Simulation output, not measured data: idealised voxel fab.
Herein follows the process module entitled voxel capacitor over wiring.
The width of the displayed cross-section, cut, is 195 nm; its cells are square, with a size of 5 nm.
Notation: cross-section as square-cell grid; stated in bands, top first, going down; one or more cell rows per band. First you get the band's top height and its bottom height, in nm, and then the materials it's made of, left to right, with each width in nm. If you see a single material with "edge to edge", that one covers the band edge to edge. "empty" is empty space. Ref level 0: as-received wafer is one material below here. Bottom band extends down with no lower bound ("from 0 down"). Width spec "30 to 40" -> top row of cells at first value, bottom row at second value, equal per-row change in between. For the purposes of this document, the phrase "identical to before" attached to a step denotes that no cell within the cross-section was modified by that step. Closed internal voids: empty space of 8 cells or more with no open way to the top, each as width x height at its distance from the left edge, in nm. Note: text after step settings on the step line = simulator remark on that step. When a step includes a mask, the "overlay nm" setting on its line states how far to the right of its planned place that mask lay, and negative values state how far to the left.
Here's what the planned process steps look like:
1) RECEIVE,material Si
2) CONFORMAL_DEP,material SiO2,thk nm 10
3) CONFORMAL_DEP,material SiN,thk nm 5
4) DIRECTIONAL_DEP,material lowk,thk nm 15
5) PATTERN,tone open,mask id METAL_1,material resist,width nm 25,pitch nm 95,thk nm 20,overlay nm 0
6) DIRECTIONAL_ETCH,etch materials lowk,depth nm 15
7) DIRECTIONAL_ETCH,etch materials SiN,depth nm 5
8) STRIP,etch materials resist
9) CONFORMAL_DEP,material TiN,thk nm 5
10) FILL_DEP,material Cu,thk nm 5
11) CMP,height nm 30
12) CONFORMAL_DEP,material SiCN,thk nm 5
13) DIRECTIONAL_DEP,material SiO2,thk nm 15
14) MASKED_ETCH,tone open,mask id PLUG_1,width nm 15,etch materials SiO2,depth nm 15,overlay nm 0
15) MASKED_ETCH,tone open,mask id PLUG_1,width nm 15,etch materials SiCN,depth nm 5,overlay nm 0
16) CONFORMAL_DEP,material TiN,thk nm 5
17) FILL_DEP,material Cu,thk nm 5
18) CMP,height nm 50
19) DIRECTIONAL_DEP,material TiN,thk nm 10
20) DIRECTIONAL_DEP,material HfO2,thk nm 5
21) DIRECTIONAL_DEP,material TiN,thk nm 5
22) DIRECTIONAL_DEP,material aC,thk nm 15
23) PATTERN,tone cover,mask id UPPER_PLATE,material resist,width nm 75,thk nm 30,overlay nm 0
24) DIRECTIONAL_ETCH,etch materials aC,depth nm 15
25) STRIP,etch materials resist
26) DIRECTIONAL_ETCH,etch materials TiN,depth nm 5
27) DIRECTIONAL_ETCH,etch materials HfO2,depth nm 5
28) STRIP,etch materials aC
29) PATTERN,tone cover,mask id LOWER_PLATE,material resist,width nm 85,thk nm 15,overlay nm 0
30) DIRECTIONAL_ETCH,etch materials TiN,depth nm 10
31) STRIP,etch materials resist
32) FILL_DEP,material SiO2,thk nm 15
33) CMP,height nm 80
34) PATTERN,tone open,mask id PLUG_2,material resist,width nm 15,thk nm 20,overlay nm 0
35) DIRECTIONAL_ETCH,etch materials SiO2,depth nm 10
36) STRIP,etch materials resist
37) CONFORMAL_DEP,material TiN,thk nm 5
38) FILL_DEP,material W,thk nm 5
39) CMP,height nm 80
40) CONFORMAL_DEP,material SiCN,thk nm 5
Wafer, first of two, run as planned:
Wafer as received: cross-section following step 1:
    from 0 down  Si edge to edge
    Closed internal voids: none
Presented here is a cross-section of the wafer after step 2 has been performed:
    from 10 to 0  SiO2 edge to edge
    Anything lower than 0 is untouched.
Presented here is a cross-section of the wafer after step 3 has been performed:
    from 15 to 10  SiN edge to edge
    Anything lower than 10 is untouched.
Presented here is a cross-section of the wafer after step 4 has been performed:
    from 30 to 15  lowk edge to edge
    Anything lower than 15 is untouched.
Presented here is a cross-section of the wafer after step 5 has been performed:
    from 50 to 30  resist (35)  empty (25)  resist (70)  empty (25)  resist (40)
    Anything lower than 30 is untouched.
Presented here is a cross-section of the wafer after step 6 has been performed:
    from 50 to 30  resist (35)  empty (25)  resist (70)  empty (25)  resist (40)
    from 30 to 15  lowk (35)  empty (25)  lowk (70)  empty (25)  lowk (40)
    Anything lower than 15 is untouched.
Presented here is a cross-section of the wafer after step 7 has been performed:
    from 50 to 30  resist (35)  empty (25)  resist (70)  empty (25)  resist (40)
    from 30 to 15  lowk (35)  empty (25)  lowk (70)  empty (25)  lowk (40)
    from 15 to 10  SiN (35)  empty (25)  SiN (70)  empty (25)  SiN (40)
    Anything lower than 10 is untouched.
Presented here is a cross-section of the wafer after step 8 has been performed:
    from 30 to 15  lowk (35)  empty (25)  lowk (70)  empty (25)  lowk (40)
    Anything lower than 15 is untouched.
Presented here is a cross-section of the wafer after step 9 has been performed:
    from 35 to 30  TiN (40)  empty (15)  TiN (80)  empty (15)  TiN (45)
    from 30 to 15  lowk (35)  TiN (5)  empty (15)  TiN (5)  lowk (70)  TiN (5)  empty (15)  TiN (5)  lowk (40)
    from 15 to 10  SiN (35)  TiN (25)  SiN (70)  TiN (25)  SiN (40)
    Anything lower than 10 is untouched.
Presented here is a cross-section of the wafer after step 10 has been performed:
    from 40 to 35  Cu edge to edge
    from 35 to 30  TiN (40)  Cu (15)  TiN (80)  Cu (15)  TiN (45)
    from 30 to 15  lowk (35)  TiN (5)  Cu (15)  TiN (5)  lowk (70)  TiN (5)  Cu (15)  TiN (5)  lowk (40)
    Anything lower than 15 is untouched.
Presented here is a cross-section of the wafer after step 11 has been performed:
    from 30 to 15  lowk (35)  TiN (5)  Cu (15)  TiN (5)  lowk (70)  TiN (5)  Cu (15)  TiN (5)  lowk (40)
    Anything lower than 15 is untouched.
Presented here is a cross-section of the wafer after step 12 has been performed:
    from 35 to 30  SiCN edge to edge
    Anything lower than 30 is untouched.
Presented here is a cross-section of the wafer after step 13 has been performed:
    from 50 to 35  SiO2 edge to edge
    Anything lower than 35 is untouched.
Presented here is a cross-section of the wafer after step 14 has been performed:
    from 50 to 35  SiO2 (45)  empty (15)  SiO2 (135)
    Anything lower than 35 is untouched.
Presented here is a cross-section of the wafer after step 15 has been performed:
    from 50 to 35  SiO2 (45)  empty (15)  SiO2 (135)
    from 35 to 30  SiCN (45)  empty (15)  SiCN (135)
    Anything lower than 30 is untouched.
Presented here is a cross-section of the wafer after step 16 has been performed:
    from 55 to 50  TiN (50)  empty (5)  TiN (140)
    from 50 to 35  SiO2 (45)  TiN (5)  empty (5)  TiN (5)  SiO2 (135)
    from 35 to 30  SiCN (45)  TiN (15)  SiCN (135)
    Anything lower than 30 is untouched.
Presented here is a cross-section of the wafer after step 17 has been performed:
    from 60 to 55  Cu edge to edge
    from 55 to 50  TiN (50)  Cu (5)  TiN (140)
    from 50 to 35  SiO2 (45)  TiN (5)  Cu (5)  TiN (5)  SiO2 (135)
    Anything lower than 35 is untouched.
Presented here is a cross-section of the wafer after step 18 has been performed:
    from 50 to 35  SiO2 (45)  TiN (5)  Cu (5)  TiN (5)  SiO2 (135)
    Anything lower than 35 is untouched.
Presented here is a cross-section of the wafer after step 19 has been performed:
    from 60 to 50  TiN edge to edge
    Anything lower than 50 is untouched.
Presented here is a cross-section of the wafer after step 20 has been performed:
    from 65 to 60  HfO2 edge to edge
    Anything lower than 60 is untouched.
Presented here is a cross-section of the wafer after step 21 has been performed:
    from 70 to 65  TiN edge to edge
    Anything lower than 65 is untouched.
Presented here is a cross-section of the wafer after step 22 has been performed:
    from 85 to 70  aC edge to edge
    Anything lower than 70 is untouched.
Presented here is a cross-section of the wafer after step 23 has been performed:
    from 115 to 85  empty (45)  resist (75)  empty (75)
    Anything lower than 85 is untouched.
Presented here is a cross-section of the wafer after step 24 has been performed:
    from 100 to 85  empty (45)  resist (75)  empty (75)
    from 85 to 70  empty (45)  aC (75)  empty (75)
    Anything lower than 70 is untouched.
Presented here is a cross-section of the wafer after step 25 has been performed:
    from 85 to 70  empty (45)  aC (75)  empty (75)
    Anything lower than 70 is untouched.
Presented here is a cross-section of the wafer after step 26 has been performed:
    from 85 to 70  empty (45)  aC (75)  empty (75)
    from 70 to 65  empty (45)  TiN (75)  empty (75)
    Anything lower than 65 is untouched.
Presented here is a cross-section of the wafer after step 27 has been performed:
    from 85 to 70  empty (45)  aC (75)  empty (75)
    from 70 to 65  empty (45)  TiN (75)  empty (75)
    from 65 to 60  empty (45)  HfO2 (75)  empty (75)
    Anything lower than 60 is untouched.
Presented here is a cross-section of the wafer after step 28 has been performed:
    from 70 to 65  empty (45)  TiN (75)  empty (75)
    Anything lower than 65 is untouched.
Presented here is a cross-section of the wafer after step 29 has been performed:
    from 85 to 70  empty (40)  resist (85)  empty (70)
    from 70 to 65  empty (40)  resist (5)  TiN (75)  resist (5)  empty (70)
    from 65 to 60  empty (40)  resist (5)  HfO2 (75)  resist (5)  empty (70)
    Anything lower than 60 is untouched.
Presented here is a cross-section of the wafer after step 30 has been performed:
    from 85 to 70  empty (40)  resist (85)  empty (70)
    from 70 to 65  empty (40)  resist (5)  TiN (75)  resist (5)  empty (70)
    from 65 to 60  empty (40)  resist (5)  HfO2 (75)  resist (5)  empty (70)
    from 60 to 50  empty (40)  TiN (85)  empty (70)
    Anything lower than 50 is untouched.
Presented here is a cross-section of the wafer after step 31 has been performed:
    from 70 to 65  empty (45)  TiN (75)  empty (75)
    from 65 to 60  empty (45)  HfO2 (75)  empty (75)
    Anything lower than 60 is untouched.
Presented here is a cross-section of the wafer after step 32 has been performed:
    from 85 to 70  SiO2 edge to edge
    from 70 to 65  SiO2 (45)  TiN (75)  SiO2 (75)
    from 65 to 60  SiO2 (45)  HfO2 (75)  SiO2 (75)
    from 60 to 50  SiO2 (40)  TiN (85)  SiO2 (70)
    Anything lower than 50 is untouched.
Presented here is a cross-section of the wafer after step 33 has been performed:
    from 80 to 70  SiO2 edge to edge
    Anything lower than 70 is untouched.
Presented here is a cross-section of the wafer after step 34 has been performed:
    from 100 to 80  resist (55)  empty (15)  resist (125)
    Anything lower than 80 is untouched.
Presented here is a cross-section of the wafer after step 35 has been performed:
    from 100 to 80  resist (55)  empty (15)  resist (125)
    from 80 to 70  SiO2 (55)  empty (15)  SiO2 (125)
    Anything lower than 70 is untouched.
Presented here is a cross-section of the wafer after step 36 has been performed:
    from 80 to 70  SiO2 (55)  empty (15)  SiO2 (125)
    Anything lower than 70 is untouched.
Presented here is a cross-section of the wafer after step 37 has been performed:
    from 85 to 80  TiN (60)  empty (5)  TiN (130)
    from 80 to 75  SiO2 (55)  TiN (5)  empty (5)  TiN (5)  SiO2 (125)
    from 75 to 65  SiO2 (55 to 45)  TiN (15 to 75)  SiO2 (125 to 75)
    Anything lower than 65 is untouched.
Presented here is a cross-section of the wafer after step 38 has been performed:
    from 90 to 85  W edge to edge
    from 85 to 80  TiN (60)  W (5)  TiN (130)
    from 80 to 75  SiO2 (55)  TiN (5)  W (5)  TiN (5)  SiO2 (125)
    Anything lower than 75 is untouched.
Presented here is a cross-section of the wafer after step 39 has been performed:
    from 80 to 75  SiO2 (55)  TiN (5)  W (5)  TiN (5)  SiO2 (125)
    Anything lower than 75 is untouched.
Presented here is a cross-section of the wafer after step 40 has been performed:
    from 85 to 80  SiCN edge to edge
    Anything lower than 80 is untouched.
The remaining wafer, second of the two, started like the first and was run to the same plan, except that one mistake was made along the way; the two coincide through step 11, inclusive:
Here is the second wafer in cross-section at the point where step 12 of the plan should have been done:
    from 45 to 30  SiO2 edge to edge
    Anything lower than 30 is untouched.
Here is the second wafer in cross-section at the point where step 13 of the plan should have been done:
    from 50 to 45  SiCN edge to edge
    Anything lower than 45 is untouched.
Here is the second wafer in cross-section at the point where step 14 of the plan should have been done: identical to before
Here is the second wafer in cross-section at the point where step 15 of the plan should have been done:
    from 50 to 45  SiCN (45)  empty (15)  SiCN (135)
    Anything lower than 45 is untouched.
Here is the second wafer in cross-section at the point where step 16 of the plan should have been done:
    from 55 to 50  TiN (50)  empty (5)  TiN (140)
    from 50 to 45  SiCN (45)  TiN (15)  SiCN (135)
    Anything lower than 45 is untouched.
Here is the second wafer in cross-section at the point where step 17 of the plan should have been done:
    from 60 to 55  Cu edge to edge
    from 55 to 50  TiN (50)  Cu (5)  TiN (140)
    Anything lower than 50 is untouched.
Here is the second wafer in cross-section at the point where step 18 of the plan should have been done:
    from 50 to 45  SiCN (45)  TiN (15)  SiCN (135)
    Anything lower than 45 is untouched.
Here is the second wafer in cross-section at the point where step 19 of the plan should have been done:
    from 60 to 50  TiN edge to edge
    Anything lower than 50 is untouched.
Here is the second wafer in cross-section at the point where step 20 of the plan should have been done:
    from 65 to 60  HfO2 edge to edge
    Anything lower than 60 is untouched.
Here is the second wafer in cross-section at the point where step 21 of the plan should have been done:
    from 70 to 65  TiN edge to edge
    Anything lower than 65 is untouched.
Here is the second wafer in cross-section at the point where step 22 of the plan should have been done:
    from 85 to 70  aC edge to edge
    Anything lower than 70 is untouched.
Here is the second wafer in cross-section at the point where step 23 of the plan should have been done:
    from 115 to 85  empty (45)  resist (75)  empty (75)
    Anything lower than 85 is untouched.
Here is the second wafer in cross-section at the point where step 24 of the plan should have been done:
    from 100 to 85  empty (45)  resist (75)  empty (75)
    from 85 to 70  empty (45)  aC (75)  empty (75)
    Anything lower than 70 is untouched.
Here is the second wafer in cross-section at the point where step 25 of the plan should have been done:
    from 85 to 70  empty (45)  aC (75)  empty (75)
    Anything lower than 70 is untouched.
Here is the second wafer in cross-section at the point where step 26 of the plan should have been done:
    from 85 to 70  empty (45)  aC (75)  empty (75)
    from 70 to 65  empty (45)  TiN (75)  empty (75)
    Anything lower than 65 is untouched.
Here is the second wafer in cross-section at the point where step 27 of the plan should have been done:
    from 85 to 70  empty (45)  aC (75)  empty (75)
    from 70 to 65  empty (45)  TiN (75)  empty (75)
    from 65 to 60  empty (45)  HfO2 (75)  empty (75)
    Anything lower than 60 is untouched.
Here is the second wafer in cross-section at the point where step 28 of the plan should have been done:
    from 70 to 65  empty (45)  TiN (75)  empty (75)
    Anything lower than 65 is untouched.
Here is the second wafer in cross-section at the point where step 29 of the plan should have been done:
    from 85 to 70  empty (40)  resist (85)  empty (70)
    from 70 to 65  empty (40)  resist (5)  TiN (75)  resist (5)  empty (70)
    from 65 to 60  empty (40)  resist (5)  HfO2 (75)  resist (5)  empty (70)
    Anything lower than 60 is untouched.
Here is the second wafer in cross-section at the point where step 30 of the plan should have been done:
    from 85 to 70  empty (40)  resist (85)  empty (70)
    from 70 to 65  empty (40)  resist (5)  TiN (75)  resist (5)  empty (70)
    from 65 to 60  empty (40)  resist (5)  HfO2 (75)  resist (5)  empty (70)
    from 60 to 50  empty (40)  TiN (85)  empty (70)
    Anything lower than 50 is untouched.
Here is the second wafer in cross-section at the point where step 31 of the plan should have been done:
    from 70 to 65  empty (45)  TiN (75)  empty (75)
    from 65 to 60  empty (45)  HfO2 (75)  empty (75)
    Anything lower than 60 is untouched.
Here is the second wafer in cross-section at the point where step 32 of the plan should have been done:
    from 85 to 70  SiO2 edge to edge
    from 70 to 65  SiO2 (45)  TiN (75)  SiO2 (75)
    from 65 to 60  SiO2 (45)  HfO2 (75)  SiO2 (75)
    from 60 to 50  SiO2 (40)  TiN (85)  SiO2 (70)
    Anything lower than 50 is untouched.
Here is the second wafer in cross-section at the point where step 33 of the plan should have been done:
    from 80 to 70  SiO2 edge to edge
    Anything lower than 70 is untouched.
Here is the second wafer in cross-section at the point where step 34 of the plan should have been done:
    from 100 to 80  resist (55)  empty (15)  resist (125)
    Anything lower than 80 is untouched.
Here is the second wafer in cross-section at the point where step 35 of the plan should have been done:
    from 100 to 80  resist (55)  empty (15)  resist (125)
    from 80 to 70  SiO2 (55)  empty (15)  SiO2 (125)
    Anything lower than 70 is untouched.
Here is the second wafer in cross-section at the point where step 36 of the plan should have been done:
    from 80 to 70  SiO2 (55)  empty (15)  SiO2 (125)
    Anything lower than 70 is untouched.
Here is the second wafer in cross-section at the point where step 37 of the plan should have been done:
    from 85 to 80  TiN (60)  empty (5)  TiN (130)
    from 80 to 75  SiO2 (55)  TiN (5)  empty (5)  TiN (5)  SiO2 (125)
    from 75 to 65  SiO2 (55 to 45)  TiN (15 to 75)  SiO2 (125 to 75)
    Anything lower than 65 is untouched.
Here is the second wafer in cross-section at the point where step 38 of the plan should have been done:
    from 90 to 85  W edge to edge
    from 85 to 80  TiN (60)  W (5)  TiN (130)
    from 80 to 75  SiO2 (55)  TiN (5)  W (5)  TiN (5)  SiO2 (125)
    Anything lower than 75 is untouched.
Here is the second wafer in cross-section at the point where step 39 of the plan should have been done:
    from 80 to 75  SiO2 (55)  TiN (5)  W (5)  TiN (5)  SiO2 (125)
    Anything lower than 75 is untouched.
Here is the second wafer in cross-section at the point where step 40 of the plan should have been done:
    from 85 to 80  SiCN edge to edge
    Anything lower than 80 is untouched.
What went wrong in running the wafer? plan steps 12 and 13 run swapped
The second wafer ends with more or fewer cells of some materials than the first, per final count: 3 fewer of Cu; 9 more of SiO2; 6 fewer of TiN
